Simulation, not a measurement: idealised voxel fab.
voxel gate over fins: a process module
Cross-sectional view cut (width: 230 nm; square cell size: 5 nm).
Think of the cross-section as a grid of square cells. We describe it in bands, top to bottom, and each band covers one or more rows of those cells. Each band's line starts with the height of the band's top and of its bottom, in nm. Then come its materials from left to right, each with its width in nm. One material with "full width" fills the band from edge to edge. "air" is empty space. The level at which height equals 0 is the one under which the wafer, as it arrives, is entirely one material. No lower edge exists for the bottom band, which continues downward and is notated as in "from 0 down". So if you see something like "30..40" for the width, read it as the top row of the band sitting at the first number and the bottom row at the second, with every row in between moving by the same amount as the last. For the purposes of this document, the phrase "same as before" attached to a step denotes that no cell within the cross-section was modified by that step. In the "Closed voids list" entry, you get each enclosed empty space of 8 cells or more, one with no open way to the top, written width x height at distance, distance from the left edge, in nm. Anything after a step's settings on that line? It's the simulator's own note about the step. You can add "overlay nm" to a step's line. For a step with a mask, it describes how far the mask lay to the right of its planned position, and a negative number describes a lay to the left.

These are the steps we planned for the process:
- 1: RECEIVE (material Si)
- 2: CONFORMAL_DEP (material SiN; thk nm 10)
- 3: PATTERN (tone cover; mask id FINS; material resist; width nm 15; pitch nm 40; thk nm 15; overlay nm 0)
- 4: DIRECTIONAL_ETCH (etch materials SiN; depth nm 10)
- 5: DIRECTIONAL_ETCH (etch materials Si; depth nm 35)
- 6: STRIP (etch materials resist)
- 7: FILL_DEP (material SiO2; thk nm 5)
- 8: CMP (height nm 10)
- 9: SELECTIVE_ETCH (etch materials SiO2; depth nm 20)
- 10: STRIP (etch materials SiN)
- 11: CONFORMAL_DEP (material HfO2; thk nm 5)
- 12: CONFORMAL_DEP (material TiN; thk nm 5)
- 13: CONFORMAL_DEP (material TiAl; thk nm 5)
- 14: CONFORMAL_DEP (material TiN; thk nm 5)
- 15: FILL_DEP (material W; thk nm 15)
- 16: CMP (height nm 30)
- 17: CONFORMAL_DEP (material SiCN; thk nm 5)

Wafer at receipt (post step 1), cross-section:
from 0 down | Si full width
Closed voids list: none

Cross-section: first of two wafers, module finished, run according to plan:
from 35 to 30 | SiCN full width
from 30 to 20 | W full width
from 20 to 15 | 45 of W / 135 of TiN / 50 of W
from 15 to 10 | 45 of W / 5 of TiN / 125 of TiAl / 5 of TiN / 50 of W
from 10 to 5 | 50 of TiN / 5 of TiAl / 35 of TiN / 5 of TiAl / 35 of TiN / 5 of TiAl / 35 of TiN / 5 of TiAl / 55 of TiN
from 5 to 0 | 55 of TiAl / 5 of TiN / 25 of HfO2 / 5 of TiN / 5 of TiAl / 5 of TiN / 25 of HfO2 / 5 of TiN / 5 of TiAl / 5 of TiN / 25 of HfO2 / 5 of TiN / 60 of TiAl
from 0 to -5 | 60 of TiN / 5 of HfO2 / 15 of Si / 5 of HfO2 / 15 of TiN / 5 of HfO2 / 15 of Si / 5 of HfO2 / 15 of TiN / 5 of HfO2 / 15 of Si / 5 of HfO2 / 65 of TiN
from -5 to -10 | 65 of HfO2 / 15 of Si / 25 of HfO2 / 15 of Si / 25 of HfO2 / 15 of Si / 70 of HfO2
from -10 to -35 | 65 of SiO2 / 15 of Si / 25 of SiO2 / 15 of Si / 25 of SiO2 / 15 of Si / 70 of SiO2
from -35 down | Si full width
Closed voids list: none

Wafer two, end of module, cross-section. Same start, same plan as wafer one. One mistake in the run:
from 35 to 30 | HfO2 full width
from 30 to 20 | W full width
from 20 to 15 | 45 of W / 135 of TiN / 50 of W
from 15 to 10 | 45 of W / 5 of TiN / 125 of TiAl / 5 of TiN / 50 of W
from 10 to 5 | 50 of TiN / 5 of TiAl / 35 of TiN / 5 of TiAl / 35 of TiN / 5 of TiAl / 35 of TiN / 5 of TiAl / 55 of TiN
from 5 to 0 | 55 of TiAl / 5 of TiN / 25 of HfO2 / 5 of TiN / 5 of TiAl / 5 of TiN / 25 of HfO2 / 5 of TiN / 5 of TiAl / 5 of TiN / 25 of HfO2 / 5 of TiN / 60 of TiAl
from 0 to -5 | 60 of TiN / 5 of HfO2 / 15 of Si / 5 of HfO2 / 15 of TiN / 5 of HfO2 / 15 of Si / 5 of HfO2 / 15 of TiN / 5 of HfO2 / 15 of Si / 5 of HfO2 / 65 of TiN
from -5 to -10 | 65 of HfO2 / 15 of Si / 25 of HfO2 / 15 of Si / 25 of HfO2 / 15 of Si / 70 of HfO2
from -10 to -35 | 65 of SiO2 / 15 of Si / 25 of SiO2 / 15 of Si / 25 of SiO2 / 15 of Si / 70 of SiO2
from -35 down | Si full width
Closed voids list: none
What broke from the plan during processing? not per plan at step 17, really ran CONFORMAL_DEP (material HfO2; thk nm 5)
Heads up, by the end the second wafer has more or fewer cells of some materials compared to the first: +46 HfO2, -46 SiCN
